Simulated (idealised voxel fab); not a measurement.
Presented below is a process module, voxel wiring stack.
The figure presents cross-section cut, which has a width of 255 nm and is divided into square cells with an edge length of 5 nm.
The cross-sections in this document take the form of a grid made of square cells. They are written out as bands, in order from top to bottom. Each band consists of one or more rows of cells.
For a band, the entry starts with two heights in nm, that of the top and then that of the bottom, and carries on with the band's materials in order from left to right, each alongside its width in nm; the word "throughout" beside a single material means it fills the band edge to edge, and "air" means empty space.
We count height from 0. Below that, the starting wafer is all one material. The lowest band never ends at the bottom but goes on down; see "0 -> down" for how that is written.
Read "30..40" as a graded width: first number on top, second number at the bottom, same change between each pair of neighbouring rows.
"nothing was modified" means the step left every cell of the cross-section as it was.
Closed-off voids of 8+ cells (no open route to the top) go in "Closed void register", written width x height at distance from the left edge, in nm.
Step line, after settings: the simulator's comment on this step.
overlay nm: on a step with a mask, how far right of its planned place the mask lay; negative means left.

This section lists the process steps that were planned
- 1: RECEIVE with material Si
- 2: CONFORMAL_DEP with material SiO2, thk nm 10
- 3: CONFORMAL_DEP with material SiCN, thk nm 5
- 4: DIRECTIONAL_DEP with material SiO2, thk nm 20
- 5: DIRECTIONAL_DEP with material aC, thk nm 10
- 6: PATTERN with tone open, mask id METAL_1, material resist, width nm 30, pitch nm 55, thk nm 30, overlay nm 0
- 7: DIRECTIONAL_ETCH with etch materials aC, depth nm 10
- 8: STRIP with etch materials resist
- 9: DIRECTIONAL_ETCH with etch materials SiO2, depth nm 20
- 10: DIRECTIONAL_ETCH with etch materials SiCN, depth nm 5
- 11: STRIP with etch materials aC
- 12: CONFORMAL_DEP with material TiN, thk nm 5
- 13: FILL_DEP with material Ru, thk nm 10
- 14: CMP with height nm 35
- 15: CONFORMAL_DEP with material SiCN, thk nm 5
- 16: DIRECTIONAL_DEP with material lowk, thk nm 20
- 17: DIRECTIONAL_DEP with material aC, thk nm 15
- 18: PATTERN with tone open, mask id PLUG_1, material resist, width nm 15, thk nm 35, overlay nm 0
- 19: DIRECTIONAL_ETCH with etch materials aC, depth nm 15
- 20: STRIP with etch materials resist
- 21: DIRECTIONAL_ETCH with etch materials lowk, depth nm 20
- 22: DIRECTIONAL_ETCH with etch materials SiCN, depth nm 5
- 23: STRIP with etch materials aC
- 24: CONFORMAL_DEP with material TiN, thk nm 5
- 25: FILL_DEP with material Cu, thk nm 10
- 26: CMP with height nm 60
- 27: CONFORMAL_DEP with material SiN, thk nm 5
- 28: DIRECTIONAL_DEP with material SiO2, thk nm 25
- 29: MASKED_ETCH with tone open, mask id METAL_2, width nm 30, pitch nm 55, etch materials SiO2, depth nm 25, overlay nm 0
- 30: MASKED_ETCH with tone open, mask id METAL_2, width nm 30, pitch nm 55, etch materials SiN, depth nm 5, overlay nm 0
- 31: CONFORMAL_DEP with material TiN, thk nm 5
- 32: FILL_DEP with material Ru, thk nm 5
- 33: CMP with height nm 90
- 34: CONFORMAL_DEP with material SiN, thk nm 5

Here's what the wafer looked like in cross-section when it arrived - that's after step 1
- 0 -> down = Si throughout
- Closed void register: none

Cross-section taken at module completion on the first of two wafers; processed per the plan
- 95 -> 90 = SiN throughout
- 90 -> 65 = 85 of SiO2, 5 of TiN, 20 of Ru, 5 of TiN, 25 of SiO2, 5 of TiN, 20 of Ru, 5 of TiN, 85 of SiO2
- 65 -> 60 = 85 of SiN, 30 of TiN, 25 of SiN, 30 of TiN, 85 of SiN
- 60 -> 40 = 85 of lowk, 5 of TiN, 5 of Cu, 5 of TiN, 155 of lowk
- 40 -> 35 = 85 of SiCN, 15 of TiN, 155 of SiCN
- 35 -> 15 = 85 of SiO2, 5 of TiN, 20 of Ru, 5 of TiN, 25 of SiO2, 5 of TiN, 20 of Ru, 5 of TiN, 85 of SiO2
- 15 -> 10 = 85 of SiCN, 30 of TiN, 25 of SiCN, 30 of TiN, 85 of SiCN
- 10 -> 0 = SiO2 throughout
- 0 -> down = Si throughout
- Closed void register: none

Here's the second of our two wafers sectioned at module end. Same start as the first, same plan, but one mistake got made running it
- 95 -> 90 = SiN throughout
- 90 -> 80 = 85 of SiO2, 5 of TiN, 20 of Ru, 5 of TiN, 25 of SiO2, 5 of TiN, 20 of Ru, 5 of TiN, 85 of SiO2
- 80 -> 75 = 85 of SiN, 30 of TiN, 25 of SiN, 30 of TiN, 85 of SiN
- 75 -> 65 = Cu throughout
- 65 -> 60 = 90 of TiN, 5 of Cu, 160 of TiN
- 60 -> 40 = 85 of lowk, 5 of TiN, 5 of Cu, 5 of TiN, 155 of lowk
- 40 -> 35 = 85 of SiCN, 15 of TiN, 155 of SiCN
- 35 -> 15 = 85 of SiO2, 5 of TiN, 20 of Ru, 5 of TiN, 25 of SiO2, 5 of TiN, 20 of Ru, 5 of TiN, 85 of SiO2
- 15 -> 10 = 85 of SiCN, 30 of TiN, 25 of SiCN, 30 of TiN, 85 of SiCN
- 10 -> 0 = SiO2 throughout
- 0 -> down = Si throughout
- Closed void register: none
Nonconformance to the process plan: yeah, step 26 of the plan got skipped, never ran
Bottom line after processing is that, in cells, the second wafer is up or down on some materials versus the first: 103 more of Cu | 24 fewer of Ru | 117 fewer of SiO2 | 38 more of TiN
